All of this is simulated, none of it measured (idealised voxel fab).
process module | voxel gate over fins
cross-section cut | 260 nm wide | cells 5 nm
A cross-section is written here as square cells arranged in a grid, and it is given in bands from the top down, each band taking up one or more rows of cells. Top height, bottom height, nm. Materials left to right, width each, nm. Single material + "full width" = fills band edge to edge. "empty" = empty. Height reference: 0 = level under which incoming wafer is all one material. Lowest band: no bottom, runs on downward, e.g. "top 0, no bottom". The width entry "30..40" should be interpreted row by row: the top row of cells in the band takes the first number, the bottom row takes the second number, and the change between adjacent rows is uniform throughout. It should be understood that the words "identical to before", when stated for a given step, signify that the cross-section underwent no change in any of its cells during that step. Empty spaces without an open route to the top, at least 8 cells in extent, make up the entry "Encapsulated voids"; each is given as width x height at distance, where the distance is measured from the left edge, and all are in nm. Past the settings on a step's line: simulator remark, on that step. overlay nm: mask offset rightward from planned place, masked step; negative means leftward offset.
-- The planned process steps are enumerated hereunder
1 RECEIVE [material Si]
2 CONFORMAL_DEP [material SiN] [thk nm 10]
3 MASKED_ETCH [tone cover] [mask id FINS] [width nm 15] [pitch nm 45] [etch materials SiN] [depth nm 10] [overlay nm 0]
4 MASKED_ETCH [tone cover] [mask id FINS] [width nm 15] [pitch nm 45] [etch materials Si] [depth nm 35] [overlay nm 0]
5 OXIDIZE [depth nm 5]
6 FILL_DEP [material SiO2] [thk nm 15]
7 CMP [height nm 0]
8 SELECTIVE_ETCH [etch materials SiO2] [depth nm 20]
9 STRIP [etch materials SiN]
10 CONFORMAL_DEP [material HfO2] [thk nm 5]
11 CONFORMAL_DEP [material TiN] [thk nm 5]
12 CONFORMAL_DEP [material TiAl] [thk nm 5]
13 CONFORMAL_DEP [material TiN] [thk nm 5]
14 FILL_DEP [material W] [thk nm 15]
15 CMP [height nm 30]
16 CONFORMAL_DEP [material SiN] [thk nm 10]
Variable across wafers: step 7 height nm (plan value is that of the first wafer; starting state common to all).
-- The first of several wafers in cross-section, exactly as it reached us after step 1
top 0, no bottom = Si full width
Encapsulated voids: none
-- The cross-section of the first of several wafers is given below for the end of the module, after its final step, step 16
top 40, bottom 30 = SiN full width
top 30, bottom 20 = W full width
top 20, bottom 15 = W: 60, then TiN: 135, then W: 65
top 15, bottom 10 = W: 60, then TiN: 5, then TiAl: 35, then TiN: 10, then TiAl: 35, then TiN: 10, then TiAl: 35, then TiN: 5, then W: 65
top 10, bottom 5 = W: 60, then TiN: 5, then TiAl: 5, then TiN: 25, then TiAl: 5, then TiN: 10, then TiAl: 5, then TiN: 25, then TiAl: 5, then TiN: 10, then TiAl: 5, then TiN: 25, then TiAl: 5, then TiN: 5, then W: 65
top 5, bottom 0 = W: 60, then TiN: 5, then TiAl: 5, then TiN: 5, then HfO2: 15, then TiN: 5, then TiAl: 5, then TiN: 10, then TiAl: 5, then TiN: 5, then HfO2: 15, then TiN: 5, then TiAl: 5, then TiN: 10, then TiAl: 5, then TiN: 5, then HfO2: 15, then TiN: 5, then TiAl: 5, then TiN: 5, then W: 65
top 0, bottom -5 = TiN: 65, then TiAl: 5, then TiN: 5, then HfO2: 5, then Si: 5, then HfO2: 5, then TiN: 5, then TiAl: 5, then TiN: 10, then TiAl: 5, then TiN: 5, then HfO2: 5, then Si: 5, then HfO2: 5, then TiN: 5, then TiAl: 5, then TiN: 10, then TiAl: 5, then TiN: 5, then HfO2: 5, then Si: 5, then HfO2: 5, then TiN: 5, then TiAl: 5, then TiN: 70
top -5, bottom -10 = TiAl: 70, then TiN: 5, then HfO2: 5, then Si: 5, then HfO2: 5, then TiN: 5, then TiAl: 20, then TiN: 5, then HfO2: 5, then Si: 5, then HfO2: 5, then TiN: 5, then TiAl: 20, then TiN: 5, then HfO2: 5, then Si: 5, then HfO2: 5, then TiN: 5, then TiAl: 75
top -10, bottom -15 = TiN: 75, then HfO2: 5, then Si: 5, then HfO2: 5, then TiN: 30, then HfO2: 5, then Si: 5, then HfO2: 5, then TiN: 30, then HfO2: 5, then Si: 5, then HfO2: 5, then TiN: 80
top -15, bottom -20 = HfO2: 80, then Si: 5, then HfO2: 40, then Si: 5, then HfO2: 40, then Si: 5, then HfO2: 85
top -20, bottom -40 = SiO2: 80, then Si: 5, then SiO2: 40, then Si: 5, then SiO2: 40, then Si: 5, then SiO2: 85
top -40, no bottom = Si full width
Encapsulated voids: none
-- Wafer cross-section (last wafer, module end)
top 40, bottom 30 = SiN full width
top 30, bottom 25 = W full width
top 25, bottom 20 = TiN full width
top 20, bottom 15 = TiAl full width
top 15, bottom 10 = TiN full width
top 10, bottom 5 = HfO2: 80, then TiN: 5, then HfO2: 40, then TiN: 5, then HfO2: 40, then TiN: 5, then HfO2: 85
top 5, bottom 0 = SiO2: 75, then HfO2: 15, then SiO2: 30, then HfO2: 15, then SiO2: 30, then HfO2: 15, then SiO2: 80
top 0, bottom -40 = SiO2: 80, then Si: 5, then SiO2: 40, then Si: 5, then SiO2: 40, then Si: 5, then SiO2: 85
top -40, no bottom = Si full width
Encapsulated voids: none
-- Each row below is a wafer at the end of the module, listing for every material the number of cells it has gained (+) or lost (-) since it was received, followed by its closed voids
height nm 0, +76 HfO2, -392 Si, +104 SiN, +196 SiO2, +76 TiAl, +152 TiN, +204 W, Encapsulated voids: none
height nm 5, +70 HfO2, -392 Si, +104 SiN, +245 SiO2, +70 TiAl, +140 TiN, +179 W, Encapsulated voids: none
height nm 10, +64 HfO2, -392 Si, +104 SiN, +294 SiO2, +64 TiAl, +128 TiN, +154 W, Encapsulated voids: none
height nm 15, +58 HfO2, -392 Si, +104 SiN, +343 SiO2, +58 TiAl, +116 TiN, +129 W, Encapsulated voids: none
height nm 20, +52 HfO2, -392 Si, +104 SiN, +392 SiO2, +52 TiAl, +104 TiN, +104 W, Encapsulated voids: none
height nm 25, +58 HfO2, -392 Si, +104 SiN, +435 SiO2, +52 TiAl, +107 TiN, +52 W, Encapsulated voids: none
